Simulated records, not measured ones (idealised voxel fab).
process module | voxel transistor to metal
cross-section cut | 285 nm wide | cells 5 nm
A cross-section is a grid of square cells, given in bands from the top down. A band is one or more rows of cells.
Each band's line starts with the height of the band's top and of its bottom, in nm. Then come its materials from left to right, each with its width in nm. One material with "throughout" fills the band from edge to edge. "air" is empty space.
Height 0 is the level under which the wafer as received is all one material. The lowest band goes on downwards, as in "0 down".
A width such as "30 to 40" changes by the same amount from each row of cells to the next, from the band's top row to its bottom row.
"no change" after a step means that no cell of the cross-section changed.
closed voids: empty space of 8 cells or more with no open way to the top, each as width x height at its distance from the left edge, in nm
after a step's settings: what the simulator itself notes on the step
overlay nm, on a step with a mask: how far to the right of its planned place the mask lay; to the left if negative
plan
1 op RECEIVE | material Si
2 op OXIDIZE | depth nm 5
3 op CONFORMAL_DEP | material SiN | thk nm 10
4 op PATTERN | tone cover | mask id ACTIVE | material resist | width nm 115 | pitch nm 135 | thk nm 15 | overlay nm 0
5 op DIRECTIONAL_ETCH | etch materials SiN | depth nm 10
6 op DIRECTIONAL_ETCH | etch materials SiO2 | depth nm 5
7 op DIRECTIONAL_ETCH | etch materials Si | depth nm 20
8 op STRIP | etch materials resist
9 op FILL_DEP | material SiO2 | thk nm 15
10 op CMP | height nm 10
11 op SELECTIVE_ETCH | etch materials SiO2 | depth nm 10
12 op STRIP | etch materials SiN
13 op SELECTIVE_ETCH | etch materials SiO2 | depth nm 5
14 op OXIDIZE | depth nm 5
15 op DIRECTIONAL_DEP | material polySi | thk nm 25
16 op DIRECTIONAL_DEP | material SiCN | thk nm 10
17 op MASKED_ETCH | tone cover | mask id GATE | width nm 15 | pitch nm 135 | etch materials SiCN | depth nm 20 | overlay nm 0
18 op MASKED_ETCH | tone cover | mask id GATE | width nm 15 | pitch nm 135 | etch materials polySi | depth nm 35 | overlay nm 0
19 op CONFORMAL_DEP | material SiN | thk nm 5
20 op DIRECTIONAL_ETCH | etch materials SiN | depth nm 5
21 op DIRECTIONAL_ETCH | etch materials SiO2 | depth nm 5
22 op EPI | material nSi | thk nm 5
23 op FILL_DEP | material SiO2 | thk nm 5
24 op CMP | height nm 30
25 op DIRECTIONAL_DEP | material SiO2 | thk nm 15
26 op MASKED_ETCH | tone open | mask id CONTACT | width nm 20 | etch materials SiO2 | depth nm 50 | overlay nm -10
27 op CONFORMAL_DEP | material TiN | thk nm 5
28 op FILL_DEP | material W | thk nm 5
29 op CMP | height nm 45
30 op CONFORMAL_DEP | material SiCN | thk nm 5
31 op DIRECTIONAL_DEP | material SiO2 | thk nm 25
32 op PATTERN | tone open | mask id METAL_1 | material resist | width nm 20 | thk nm 20 | overlay nm 0
33 op DIRECTIONAL_ETCH | etch materials SiO2 | depth nm 25
34 op DIRECTIONAL_ETCH | etch materials SiCN | depth nm 5
35 op STRIP | etch materials resist
36 op CONFORMAL_DEP | material TiN | thk nm 5
37 op FILL_DEP | material Cu | thk nm 10
38 op CMP | height nm 75
39 op CONFORMAL_DEP | material SiCN | thk nm 5
varied across the wafers: overlay nm of step 26. The plan shows the first wafer's value. All wafers start alike
first wafer as received, after step 1
  0 down: Si throughout
  closed voids: none
first wafer at the end, after step 39
  80 to 75: SiCN throughout
  75 to 50: SiO2 25 | TiN 5 | Cu 10 | TiN 5 | SiO2 55 | TiN 5 | Cu 10 | TiN 5 | SiO2 40 | TiN 5 | Cu 10 | TiN 5 | SiO2 55 | TiN 5 | Cu 10 | TiN 5 | SiO2 30
  50 to 45: SiCN 25 | TiN 20 | SiCN 55 | TiN 20 | SiCN 40 | TiN 20 | SiCN 55 | TiN 20 | SiCN 30
  45 to 30: SiO2 15 | TiN 5 | W 10 | TiN 5 | SiO2 55 | TiN 5 | W 10 | TiN 5 | SiO2 40 | TiN 5 | W 10 | TiN 5 | SiO2 55 | TiN 5 | W 10 | TiN 5 | SiO2 40
  30 to 20: SiO2 15 | TiN 5 | W 10 | TiN 5 | SiO2 25 | SiN 5 | SiCN 15 | SiN 5 | SiO2 5 | TiN 5 | W 10 | TiN 5 | SiO2 40 | TiN 5 | W 10 | TiN 5 | SiO2 25 | SiN 5 | SiCN 15 | SiN 5 | SiO2 5 | TiN 5 | W 10 | TiN 5 | SiO2 40
  20 to 0: SiO2 15 | TiN 5 | W 10 | TiN 5 | SiO2 25 | SiN 5 | polySi 15 | SiN 5 | SiO2 5 | TiN 5 | W 10 | TiN 5 | SiO2 40 | TiN 5 | W 10 | TiN 5 | SiO2 25 | SiN 5 | polySi 15 | SiN 5 | SiO2 5 | TiN 5 | W 10 | TiN 5 | SiO2 40
  0 to -5: SiO2 15 | TiN 20 | SiO2 25 | SiN 5 | polySi 15 | SiN 5 | SiO2 5 | TiN 20 | SiO2 40 | TiN 20 | SiO2 25 | SiN 5 | polySi 15 | SiN 5 | SiO2 5 | TiN 20 | SiO2 40
  -5 to -10: SiO2 10 | nSi 50 | SiO2 25 | nSi 50 | SiO2 10 | nSi 50 | SiO2 25 | nSi 50 | SiO2 15
  -10 to -25: SiO2 15 | Si 115 | SiO2 20 | Si 115 | SiO2 20
  -25 down: Si throughout
  closed voids: none
last wafer at the end
  80 to 75: SiCN throughout
  75 to 50: SiO2 25 | TiN 5 | Cu 10 | TiN 5 | SiO2 55 | TiN 5 | Cu 10 | TiN 5 | SiO2 40 | TiN 5 | Cu 10 | TiN 5 | SiO2 55 | TiN 5 | Cu 10 | TiN 5 | SiO2 30
  50 to 45: SiCN 25 | TiN 20 | SiCN 55 | TiN 20 | SiCN 40 | TiN 20 | SiCN 55 | TiN 20 | SiCN 30
  45 to 30: SiO2 40 | TiN 5 | W 10 | TiN 5 | SiO2 55 | TiN 5 | W 10 | TiN 5 | SiO2 40 | TiN 5 | W 10 | TiN 5 | SiO2 55 | TiN 5 | W 10 | TiN 5 | SiO2 15
  30 to 20: SiO2 40 | TiN 5 | W 10 | TiN 5 | SiN 5 | SiCN 15 | SiN 5 | SiO2 30 | TiN 5 | W 10 | TiN 5 | SiO2 40 | TiN 5 | W 10 | TiN 5 | SiN 5 | SiCN 15 | SiN 5 | SiO2 30 | TiN 5 | W 10 | TiN 5 | SiO2 15
  20 to 0: SiO2 40 | TiN 5 | W 10 | TiN 5 | SiN 5 | polySi 15 | SiN 5 | SiO2 30 | TiN 5 | W 10 | TiN 5 | SiO2 40 | TiN 5 | W 10 | TiN 5 | SiN 5 | polySi 15 | SiN 5 | SiO2 30 | TiN 5 | W 10 | TiN 5 | SiO2 15
  0 to -5: SiO2 40 | TiN 20 | SiN 5 | polySi 15 | SiN 5 | SiO2 30 | TiN 20 | SiO2 40 | TiN 20 | SiN 5 | polySi 15 | SiN 5 | SiO2 30 | TiN 20 | SiO2 15
  -5 to -10: SiO2 10 | nSi 50 | SiO2 25 | nSi 50 | SiO2 10 | nSi 50 | SiO2 25 | nSi 50 | SiO2 15
  -10 to -25: SiO2 15 | Si 115 | SiO2 20 | Si 115 | SiO2 20
  -25 down: Si throughout
  closed voids: none
each wafer at the end: cells of each material gained (+) or lost (-) since it was received, then its closed voids
overlay nm -10 | +40 Cu | -147 Si | +110 SiCN | +28 SiN | +595 SiO2 | +144 TiN | +72 W | +40 nSi | +30 polySi | closed voids: none
overlay nm -5 | +40 Cu | -147 Si | +110 SiCN | +28 SiN | +595 SiO2 | +144 TiN | +72 W | +40 nSi | +30 polySi | closed voids: none
overlay nm 0 | +40 Cu | -147 Si | +110 SiCN | +28 SiN | +595 SiO2 | +144 TiN | +72 W | +40 nSi | +30 polySi | closed voids: none
overlay nm 5 | +40 Cu | -147 Si | +110 SiCN | +28 SiN | +595 SiO2 | +144 TiN | +72 W | +40 nSi | +30 polySi | closed voids: none
overlay nm 10 | +40 Cu | -147 Si | +110 SiCN | +28 SiN | +595 SiO2 | +144 TiN | +72 W | +40 nSi | +30 polySi | closed voids: none
overlay nm 15 | +40 Cu | -147 Si | +110 SiCN | +28 SiN | +595 SiO2 | +144 TiN | +72 W | +40 nSi | +30 polySi | closed voids: none
